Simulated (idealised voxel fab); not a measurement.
The name of this process module is voxel ribs on slabs.
The cross-section shown here is cut; it is 150 nm wide and divided into square cells measuring 5 nm on a side.
When this document writes out a cross-section, it uses a grid of square cells and lists it as bands, beginning at the top and moving down, with a band standing for one or more rows of cells. Per band: top height and bottom height in nm, followed by the left-to-right materials and their widths in nm; "all across" marks a single material spanning edge to edge, "air" marks empty space. Heights from 0 (as-received wafer is one material below). Bottom band endless downward, as "0 -> down". The notation "30..40" denotes a width that varies across the rows of cells in the band, beginning at the first number in the top row, finishing at the second number in the bottom row, and changing by an identical amount from each row to the next. Key: "no modification" - step with no changed cell in the cross-section. In "Encapsulated voids" the enclosed voids are listed, meaning empty spaces of 8 cells or larger without any opening to the top. The form is width x height at distance, distance from the left edge, units nm. Note: text after step settings on the step line = simulator remark on that step. Steps that use a mask can have "overlay nm" on their line. It says how far the mask sat to the right of where it was meant to be. Negative means to the left.
Intended process steps
| 1 | op RECEIVE | material Si |
| 2 | op DIRECTIONAL_DEP | material SiO2 | thk nm 20 |
| 3 | op DIRECTIONAL_DEP | material SiN | thk nm 25 |
| 4 | op MASKED_ETCH | tone cover | mask id RIB | width nm 25 | etch materials SiN | depth nm 15 | overlay nm 0 |
| 5 | op MASKED_ETCH | tone cover | mask id SLAB | width nm 75 | etch materials SiN | depth nm 10 | overlay nm 0 |
| 6 | op FILL_DEP | material SiO2 | thk nm 15 |
| 7 | op CMP | height nm 55 |
| 8 | op DIRECTIONAL_DEP | material W | thk nm 5 |
| 9 | op DIRECTIONAL_DEP | material aC | thk nm 15 |
| 10 | op PATTERN | tone cover | mask id HEATER | material resist | width nm 35 | thk nm 30 | overlay nm 0 |
| 11 | op DIRECTIONAL_ETCH | etch materials aC | depth nm 15 |
| 12 | op STRIP | etch materials resist |
| 13 | op DIRECTIONAL_ETCH | etch materials W | depth nm 10 |
| 14 | op STRIP | etch materials aC |
| 15 | op CONFORMAL_DEP | material SiO2 | thk nm 5 |
For this document, wafers share an identical start and vary in the step 8 thk nm; the plan quotes the first wafer's value.
Here's the first of the wafers in cross-section, just as we got it, i.e. after step 1
- 0 -> down | Si all across
- Encapsulated voids: none
Heads up, this table goes wafer by wafer. A row tells you, at the end of the module, how many cells of each material that wafer has put on (+) or dropped (-) since it was received, and then its closed voids
thk nm 5; +45 SiN; +317 SiO2; +7 W; Encapsulated voids: none
thk nm 10; +45 SiN; +319 SiO2; +14 W; Encapsulated voids: none
thk nm 15; +45 SiN; +319 SiO2; +44 W; Encapsulated voids: none
thk nm 20; +45 SiN; +319 SiO2; +74 W; Encapsulated voids: none
thk nm 25; +45 SiN; +319 SiO2; +104 W; Encapsulated voids: none
